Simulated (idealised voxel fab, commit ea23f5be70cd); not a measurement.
The document below concerns the process module designated voxel tone inversion.
This is section cut - it's 270 nm across, gridded in 5 nm square cells.
Square cells in a grid make up a cross-section in this document, and the grid is given as bands, listed from the top down, each one or more rows of cells. Within each band entry, the heights of the top and of the bottom of the band appear first, in that order and in nm; the materials of the band then follow from left to right, each with its corresponding width in nm. The designation "full width" on a single material indicates that it fills the band from edge to edge; the designation "blank" indicates empty space. Measure heights from 0. That's the level where, below it, the as-received wafer is all one material. The lowest band is bottomless and extends downward; write it as in "top 0, no bottom". The two numbers in a width such as "30 to 40" mark its ends across the band: the first belongs to the top row of cells, the second to the bottom row, and from each row to the next the width moves by the same amount. "nothing got changed", as given for a step, is the statement that not any cell of the cross-section underwent a change during that step. "Sealed void inventory": sealed empty spaces, 8 cells or more, no open way to top, listed width x height at distance, with distance from the left edge and width, height and distance in nm. It should be noted that, on the line of a given step, the content following the step's settings is a remark produced by the simulator itself with respect to that step. overlay nm: step with mask; distance mask lay right of planned place; negative value = left of planned place.
The process steps that were planned are listed below:
- 1: op RECEIVE | material Si
- 2: op CONFORMAL_DEP | material SiCN | thk nm 5
- 3: op DIRECTIONAL_DEP | material polySi | thk nm 15
- 4: op PATTERN | tone cover | mask id POSTS | material resist | width nm 25 | pitch nm 45 | thk nm 25 | overlay nm -15
- 5: op DIRECTIONAL_ETCH | etch materials polySi | depth nm 15
- 6: op STRIP | etch materials resist
- 7: op FILL_DEP | material lowk | thk nm 5
- 8: op CMP | height nm 20
- 9: op STRIP | etch materials polySi
Heads up: all these wafers start the same, and what changes between them is the overlay nm in step 4. The value you see in the plan is just what the first wafer got.
Cross-sectional view of the first of several wafers in the as-received condition, corresponding to the state following step 1:
- top 0, no bottom: Si full width
- Sealed void inventory: none
Below: a row per wafer. Contents at end of module: for every material, cells gained since receipt (+) or lost since receipt (-); then closed voids:
overlay nm -15; +54 SiCN; +117 lowk; Sealed void inventory: none
overlay nm -10; +54 SiCN; +117 lowk; Sealed void inventory: none
overlay nm -5; +54 SiCN; +117 lowk; Sealed void inventory: none
overlay nm 0; +54 SiCN; +117 lowk; Sealed void inventory: none
overlay nm 5; +54 SiCN; +117 lowk; Sealed void inventory: none
overlay nm 10; +54 SiCN; +117 lowk; Sealed void inventory: none
overlay nm 15; +54 SiCN; +117 lowk; Sealed void inventory: none
